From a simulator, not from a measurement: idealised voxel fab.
process module | voxel transistor to metal
cross-section cut | 295 nm wide | cells 5 nm
A cross-section is a grid of square cells, given in bands from the top down. A band is one or more rows of cells.
Each band's line starts with the height of the band's top and of its bottom, in nm. Then come its materials from left to right, each with its width in nm. One material with "throughout" fills the band from edge to edge. "air" is empty space.
Height 0 is the level under which the wafer as received is all one material. The lowest band goes on downwards, as in "0 down".
A width such as "30 to 40" changes by the same amount from each row of cells to the next, from the band's top row to its bottom row.
"no change" after a step means that no cell of the cross-section changed.
closed voids: empty space of 8 cells or more with no open way to the top, each as width x height at its distance from the left edge, in nm
after a step's settings: what the simulator itself notes on the step
overlay nm, on a step with a mask: how far to the right of its planned place the mask lay; to the left if negative
plan
1 op RECEIVE | material Si
2 op CONFORMAL_DEP | material SiO2 | thk nm 5
3 op CONFORMAL_DEP | material SiN | thk nm 10
4 op MASKED_ETCH | tone cover | mask id ACTIVE | width nm 110 | pitch nm 140 | etch materials SiN | depth nm 10 | overlay nm 0
5 op MASKED_ETCH | tone cover | mask id ACTIVE | width nm 110 | pitch nm 140 | etch materials SiO2 | depth nm 5 | overlay nm 0
6 op MASKED_ETCH | tone cover | mask id ACTIVE | width nm 110 | pitch nm 140 | etch materials Si | depth nm 20 | overlay nm 0
7 op FILL_DEP | material SiO2 | thk nm 5
8 op CMP | height nm 15
9 op SELECTIVE_ETCH | etch materials SiO2 | depth nm 5
10 op STRIP | etch materials SiN
11 op SELECTIVE_ETCH | etch materials SiO2 | depth nm 5
12 op OXIDIZE | depth nm 5
13 op DIRECTIONAL_DEP | material polySi | thk nm 30
14 op DIRECTIONAL_DEP | material SiCN | thk nm 10
15 op MASKED_ETCH | tone cover | mask id GATE | width nm 20 | pitch nm 140 | etch materials SiCN | depth nm 20 | overlay nm 0
16 op MASKED_ETCH | tone cover | mask id GATE | width nm 20 | pitch nm 140 | etch materials polySi | depth nm 40 | overlay nm 0
17 op CONFORMAL_DEP | material SiO2 | thk nm 5
18 op DIRECTIONAL_ETCH | etch materials SiO2 | depth nm 5
19 op CONFORMAL_DEP | material SiN | thk nm 10
20 op DIRECTIONAL_ETCH | etch materials SiN | depth nm 10
21 op DIRECTIONAL_ETCH | etch materials SiO2 | depth nm 5
22 op DIRECTIONAL_ETCH | etch materials Si | depth nm 15
23 op EPI | material pSi | thk nm 15
24 op FILL_DEP | material SiO2 | thk nm 10
25 op CMP | height nm 40
26 op DIRECTIONAL_DEP | material SiO2 | thk nm 15
27 op PATTERN | tone open | mask id CONTACT | material resist | width nm 20 | thk nm 20 | overlay nm 0
28 op DIRECTIONAL_ETCH | etch materials SiO2 | depth nm 45
29 op STRIP | etch materials resist
30 op CONFORMAL_DEP | material TiN | thk nm 5
31 op FILL_DEP | material Ru | thk nm 5
32 op CMP | height nm 55
33 op CONFORMAL_DEP | material SiCN | thk nm 5
34 op DIRECTIONAL_DEP | material SiO2 | thk nm 20
35 op DIRECTIONAL_DEP | material aC | thk nm 10
36 op PATTERN | tone open | mask id METAL_1 | material resist | width nm 20 | thk nm 30 | overlay nm 0
37 op DIRECTIONAL_ETCH | etch materials aC | depth nm 10
38 op STRIP | etch materials resist
39 op DIRECTIONAL_ETCH | etch materials SiO2 | depth nm 20
40 op DIRECTIONAL_ETCH | etch materials SiCN | depth nm 5
41 op STRIP | etch materials aC
42 op CONFORMAL_DEP | material TiN | thk nm 5
43 op FILL_DEP | material Cu | thk nm 5
44 op CMP | height nm 80
45 op CONFORMAL_DEP | material SiCN | thk nm 5
as received, after step 1
  0 down: Si throughout
  closed voids: none
a wafer at the end: this start, this plan, one mistake
  85 to 80: SiCN throughout
  80 to 60: SiO2 25 | TiN 5 | aC 10 | TiN 5 | SiO2 60 | TiN 5 | aC 10 | TiN 5 | SiO2 40 | TiN 5 | aC 10 | TiN 5 | SiO2 60 | TiN 5 | aC 10 | TiN 5 | SiO2 30
  60 to 55: SiCN 25 | TiN 20 | SiCN 60 | TiN 20 | SiCN 40 | TiN 20 | SiCN 60 | TiN 20 | SiCN 30
  55 to 40: SiO2 25 | TiN 5 | Ru 10 | TiN 5 | SiO2 60 | TiN 5 | Ru 10 | TiN 5 | SiO2 40 | TiN 5 | Ru 10 | TiN 5 | SiO2 60 | TiN 5 | Ru 10 | TiN 5 | SiO2 30
  40 to 30: SiO2 25 | TiN 5 | Ru 10 | TiN 5 | SiO2 5 | SiN 10 | SiO2 5 | SiCN 20 | SiO2 5 | SiN 10 | SiO2 5 | TiN 5 | Ru 10 | TiN 5 | SiO2 40 | TiN 5 | Ru 10 | TiN 5 | SiO2 5 | SiN 10 | SiO2 5 | SiCN 20 | SiO2 5 | SiN 10 | SiO2 5 | TiN 5 | Ru 10 | TiN 5 | SiO2 30
  30 to 15: SiO2 25 | TiN 5 | Ru 10 | TiN 5 | SiO2 5 | SiN 10 | SiO2 5 | polySi 20 | SiO2 5 | SiN 10 | SiO2 5 | TiN 5 | Ru 10 | TiN 5 | SiO2 40 | TiN 5 | Ru 10 | TiN 5 | SiO2 5 | SiN 10 | SiO2 5 | polySi 20 | SiO2 5 | SiN 10 | SiO2 5 | TiN 5 | Ru 10 | TiN 5 | SiO2 30
  15 to 10: SiO2 25 | TiN 20 | SiO2 5 | SiN 10 | SiO2 5 | polySi 20 | SiO2 5 | SiN 10 | SiO2 5 | TiN 20 | SiO2 40 | TiN 20 | SiO2 5 | SiN 10 | SiO2 5 | polySi 20 | SiO2 5 | SiN 10 | SiO2 5 | TiN 20 | SiO2 30
  10 to 5: SiO2 25 | pSi 25 | SiN 10 | SiO2 5 | polySi 20 | SiO2 5 | SiN 10 | pSi 25 | SiO2 40 | pSi 25 | SiN 10 | SiO2 5 | polySi 20 | SiO2 5 | SiN 10 | pSi 25 | SiO2 30
  5 to 0: SiO2 20 | SiN 10 | pSi 20 | SiN 10 | SiO2 5 | polySi 20 | SiO2 5 | SiN 10 | pSi 20 | SiN 10 | SiO2 30 | SiN 10 | pSi 20 | SiN 10 | SiO2 5 | polySi 20 | SiO2 5 | SiN 10 | pSi 20 | SiN 10 | SiO2 25
  0 to -5: SiO2 30 | pSi 20 | SiO2 50 | pSi 20 | SiO2 50 | pSi 20 | SiO2 50 | pSi 20 | SiO2 35
  -5 to -20: SiO2 20 | Si 10 | pSi 20 | Si 50 | pSi 20 | Si 10 | SiO2 30 | Si 10 | pSi 20 | Si 50 | pSi 20 | Si 10 | SiO2 25
  -20 down: Si throughout
  closed voids: none
what went wrong: step 43 ran as: op FILL_DEP | material aC | thk nm 5
